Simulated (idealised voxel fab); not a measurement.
The name of this process module is voxel trench capacitor.
Section cut is 240 nm wide and gridded with 5 nm square cells.
Cross-section format: a grid of square cells, given as bands from top to bottom; each band is one or more rows of cells. Band: top and bottom heights (nm) first, top before bottom; then materials from left to right, widths in nm. "everywhere" marks a sole material filling the band edge to edge. "empty" denotes empty space. Note: height 0 marks the level under which the wafer is uniformly one material as received. Lowest band unbounded below, written "z 0 and below". Width: "30..40" (first number = top row, second number = bottom row, same change from row to row of cells). "nothing different" for a step: no cell of the cross-section changed in that step. "Sealed voids" lists enclosed empty spaces (at least 8 cells, no open path upward to the top), each as width x height at distance from the left edge, in nm. Formally, on a step line, whatever follows the settings is a remark that the simulator itself makes on the step. The optional step-line setting "overlay nm" applies to steps with a mask and quantifies how far to the right of its planned location the mask lay, a negative value indicating leftward placement.
[These are the steps we planned for the process]
- 1: RECEIVE, material Si
- 2: CONFORMAL_DEP, material SiN, thk nm 5
- 3: PATTERN, tone open, mask id TRENCH, material resist, width nm 25, pitch nm 40, thk nm 15, overlay nm 0
- 4: DIRECTIONAL_ETCH, etch materials SiN, depth nm 5
- 5: DIRECTIONAL_ETCH, etch materials Si, depth nm 40
- 6: STRIP, etch materials resist
- 7: CONFORMAL_DEP, material Al2O3, thk nm 5
- 8: CONFORMAL_DEP, material TiN, thk nm 5
- 9: FILL_DEP, material W, thk nm 5
- 10: CMP, height nm 5
[Wafer cross-section on receipt, i.e. after step 1]
- z 0 and below = Si everywhere
- Sealed voids: none
[first wafer at the end, as planned]
- z 5 to 0 = SiN: 45, then Al2O3: 5, then TiN: 5, then W: 5, then TiN: 5, then Al2O3: 5, then SiN: 15, then Al2O3: 5, then TiN: 5, then W: 5, then TiN: 5, then Al2O3: 5, then SiN: 15, then Al2O3: 5, then TiN: 5, then W: 5, then TiN: 5, then Al2O3: 5, then SiN: 15, then Al2O3: 5, then TiN: 5, then W: 5, then TiN: 5, then Al2O3: 5, then SiN: 50
- z 0 to -30 = Si: 45, then Al2O3: 5, then TiN: 5, then W: 5, then TiN: 5, then Al2O3: 5, then Si: 15, then Al2O3: 5, then TiN: 5, then W: 5, then TiN: 5, then Al2O3: 5, then Si: 15, then Al2O3: 5, then TiN: 5, then W: 5, then TiN: 5, then Al2O3: 5, then Si: 15, then Al2O3: 5, then TiN: 5, then W: 5, then TiN: 5, then Al2O3: 5, then Si: 50
- z -30 to -35 = Si: 45, then Al2O3: 5, then TiN: 15, then Al2O3: 5, then Si: 15, then Al2O3: 5, then TiN: 15, then Al2O3: 5, then Si: 15, then Al2O3: 5, then TiN: 15, then Al2O3: 5, then Si: 15, then Al2O3: 5, then TiN: 15, then Al2O3: 5, then Si: 50
- z -35 to -40 = Si: 45, then Al2O3: 25, then Si: 15, then Al2O3: 25, then Si: 15, then Al2O3: 25, then Si: 15, then Al2O3: 25, then Si: 50
- z -40 and below = Si everywhere
- Sealed voids: none
[Cross-sectional view: second of two wafers, end of module; start and plan identical to the first, one mistake in running]
- z 15 to 10 = TiN: 55, then W: 5, then TiN: 35, then W: 5, then TiN: 35, then W: 5, then TiN: 35, then W: 5, then TiN: 60
- z 10 to 5 = Al2O3: 50, then TiN: 5, then W: 5, then TiN: 5, then Al2O3: 25, then TiN: 5, then W: 5, then TiN: 5, then Al2O3: 25, then TiN: 5, then W: 5, then TiN: 5, then Al2O3: 25, then TiN: 5, then W: 5, then TiN: 5, then Al2O3: 55
- z 5 to 0 = SiN: 45, then Al2O3: 5, then TiN: 5, then W: 5, then TiN: 5, then Al2O3: 5, then SiN: 15, then Al2O3: 5, then TiN: 5, then W: 5, then TiN: 5, then Al2O3: 5, then SiN: 15, then Al2O3: 5, then TiN: 5, then W: 5, then TiN: 5, then Al2O3: 5, then SiN: 15, then Al2O3: 5, then TiN: 5, then W: 5, then TiN: 5, then Al2O3: 5, then SiN: 50
- z 0 to -30 = Si: 45, then Al2O3: 5, then TiN: 5, then W: 5, then TiN: 5, then Al2O3: 5, then Si: 15, then Al2O3: 5, then TiN: 5, then W: 5, then TiN: 5, then Al2O3: 5, then Si: 15, then Al2O3: 5, then TiN: 5, then W: 5, then TiN: 5, then Al2O3: 5, then Si: 15, then Al2O3: 5, then TiN: 5, then W: 5, then TiN: 5, then Al2O3: 5, then Si: 50
- z -30 to -35 = Si: 45, then Al2O3: 5, then TiN: 15, then Al2O3: 5, then Si: 15, then Al2O3: 5, then TiN: 15, then Al2O3: 5, then Si: 15, then Al2O3: 5, then TiN: 15, then Al2O3: 5, then Si: 15, then Al2O3: 5, then TiN: 15, then Al2O3: 5, then Si: 50
- z -35 to -40 = Si: 45, then Al2O3: 25, then Si: 15, then Al2O3: 25, then Si: 15, then Al2O3: 25, then Si: 15, then Al2O3: 25, then Si: 50
- z -40 and below = Si everywhere
- Sealed voids: none
Heads up, the wafer didn't run the way we planned it: note that step 10 departed from the planned setting and was carried out as CMP, height nm 15
End check, counted in cells, second wafer has more or fewer of these materials than the first: 36 more of Al2O3 | 52 more of TiN | 8 more of W
